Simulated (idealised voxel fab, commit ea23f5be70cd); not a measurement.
process module | voxel tone inversion
cross-section cut | 295 nm wide | cells 5 nm
A cross-section is a grid of square cells, given in bands from the top down. A band is one or more rows of cells.
Each band's line starts with the height of the band's top and of its bottom, in nm. Then come its materials from left to right, each with its width in nm. One material with "throughout" fills the band from edge to edge. "air" is empty space.
Height 0 is the level under which the wafer as received is all one material. The lowest band goes on downwards, as in "0 down".
A width such as "30 to 40" changes by the same amount from each row of cells to the next, from the band's top row to its bottom row.
"no change" after a step means that no cell of the cross-section changed.
closed voids: empty space of 8 cells or more with no open way to the top, each as width x height at its distance from the left edge, in nm
after a step's settings: what the simulator itself notes on the step
overlay nm, on a step with a mask: how far to the right of its planned place the mask lay; to the left if negative
plan
1 op RECEIVE | material Si
2 op CONFORMAL_DEP | material SiCN | thk nm 5
3 op DIRECTIONAL_DEP | material aC | thk nm 25
4 op PATTERN | tone cover | mask id POSTS | material resist | width nm 25 | pitch nm 40 | thk nm 35 | overlay nm 0
5 op DIRECTIONAL_ETCH | etch materials aC | depth nm 25
6 op STRIP | etch materials resist
7 op FILL_DEP | material lowk | thk nm 5
8 op CMP | height nm 30
9 op STRIP | etch materials aC
as received, after step 1
  0 down: Si throughout
  closed voids: none
a wafer at the end: this start, this plan, one mistake
  30 to 25: lowk throughout
  25 to 0: lowk 75 | aC 25 | lowk 15 | aC 25 | lowk 15 | aC 25 | lowk 15 | aC 25 | lowk 75
  0 down: Si throughout
  closed voids: none
what went wrong: step 2 was left out
